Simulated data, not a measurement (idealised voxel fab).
voxel capacitor over wiring: a process module
The figure presents cross-section cut, which has a width of 210 nm and is divided into square cells with an edge length of 5 nm.
When this document writes out a cross-section, it uses a grid of square cells and lists it as bands, beginning at the top and moving down, with a band standing for one or more rows of cells. The entry gives the band's vertical extent as a top height and a bottom height in nm, then its horizontal make-up as materials from left to right, each with a width in nm. "blank" stands for empty space; a single material marked "edge to edge" fills the band edge to edge. The reference from which all heights are counted is 0, the level beneath which the as-received wafer is entirely one material; the lowest band, having no lower bound, proceeds downward and is written after the example "0..down". A width such as "30->40" changes by the same amount from each row of cells to the next, from the band's top row to its bottom row. Take "remains unaltered" at face value: in the step it is given for, the cross-section changed in none of its cells. "Completely sealed voids" specifies each empty space that is not open to the top and that occupies no fewer than 8 cells, using the form width x height at distance, the distance measured from the left edge and all three quantities in nm. That trailing text on a step's line, after the settings, is the simulator's own remark on the step. For masked steps, "overlay nm" on the step line gives how far right of plan the mask actually lay; a minus sign means it lay to the left.

# The planned process steps are enumerated hereunder
1: RECEIVE [material Si]
2: CONFORMAL_DEP [material SiO2] [thk nm 10]
3: CONFORMAL_DEP [material SiCN] [thk nm 5]
4: DIRECTIONAL_DEP [material SiO2] [thk nm 15]
5: PATTERN [tone open] [mask id METAL_1] [material resist] [width nm 30] [pitch nm 95] [thk nm 20] [overlay nm 0]
6: DIRECTIONAL_ETCH [etch materials SiO2] [depth nm 15]
7: DIRECTIONAL_ETCH [etch materials SiCN] [depth nm 5]
8: STRIP [etch materials resist]
9: CONFORMAL_DEP [material TiN] [thk nm 5]
10: FILL_DEP [material Cu] [thk nm 5]
11: CMP [height nm 30]
12: CONFORMAL_DEP [material SiCN] [thk nm 5]
13: DIRECTIONAL_DEP [material lowk] [thk nm 20]
14: PATTERN [tone open] [mask id PLUG_1] [material resist] [width nm 15] [thk nm 15] [overlay nm 0]
15: DIRECTIONAL_ETCH [etch materials lowk] [depth nm 20]
16: DIRECTIONAL_ETCH [etch materials SiCN] [depth nm 5]
17: STRIP [etch materials resist]
18: EPI [material Ru] [thk nm 10]
19: EPI [material Ru] [thk nm 10]
20: EPI [material Ru] [thk nm 5]
21: DIRECTIONAL_DEP [material TiN] [thk nm 5]
22: DIRECTIONAL_DEP [material HfO2] [thk nm 5]
23: DIRECTIONAL_DEP [material TiN] [thk nm 5]
24: MASKED_ETCH [tone cover] [mask id UPPER_PLATE] [width nm 70] [etch materials TiN] [depth nm 5] [overlay nm 0]
25: MASKED_ETCH [tone cover] [mask id UPPER_PLATE] [width nm 70] [etch materials HfO2] [depth nm 5] [overlay nm 0]
26: MASKED_ETCH [tone cover] [mask id LOWER_PLATE] [width nm 80] [etch materials TiN] [depth nm 5] [overlay nm 0]
27: FILL_DEP [material SiO2] [thk nm 15]
28: CMP [height nm 80]
29: DIRECTIONAL_DEP [material aC] [thk nm 15]
30: PATTERN [tone open] [mask id PLUG_2] [material resist] [width nm 15] [thk nm 30] [overlay nm 0]
31: DIRECTIONAL_ETCH [etch materials aC] [depth nm 15]
32: STRIP [etch materials resist]
33: DIRECTIONAL_ETCH [etch materials SiO2] [depth nm 10]
34: STRIP [etch materials aC]
35: CONFORMAL_DEP [material TiN] [thk nm 5]
36: FILL_DEP [material W] [thk nm 5]
37: CMP [height nm 80]
38: CONFORMAL_DEP [material SiN] [thk nm 5]

# Cross-section of the wafer upon arrival, representing the state reached after step 1
	0..down  Si edge to edge
	Completely sealed voids: none

# Post-module cross-section: identical start and plan to those above, one misstep in execution
	85..80  SiN edge to edge
	80..75  TiN 70 nm  W 5 nm  TiN 135 nm
	75..65  SiO2 65->55 nm  TiN 15->70 nm  SiO2 130->85 nm
	65..60  SiO2 55 nm  HfO2 70 nm  SiO2 85 nm
	60..55  SiO2 50 nm  TiN 80 nm  SiO2 80 nm
	55..35  lowk 55 nm  Ru 15 nm  lowk 140 nm
	35..30  SiCN 55 nm  Ru 15 nm  SiCN 140 nm
	30..15  SiO2 40 nm  TiN 5 nm  Cu 20 nm  TiN 5 nm  SiO2 65 nm  TiN 5 nm  Cu 20 nm  TiN 5 nm  SiO2 45 nm
	15..10  SiCN 40 nm  TiN 30 nm  SiCN 65 nm  TiN 30 nm  SiCN 45 nm
	10..0  SiO2 edge to edge
	0..down  Si edge to edge
	Completely sealed voids: none
Error vs. plan: planned and actual differ for step 28; actual: CMP [height nm 75]
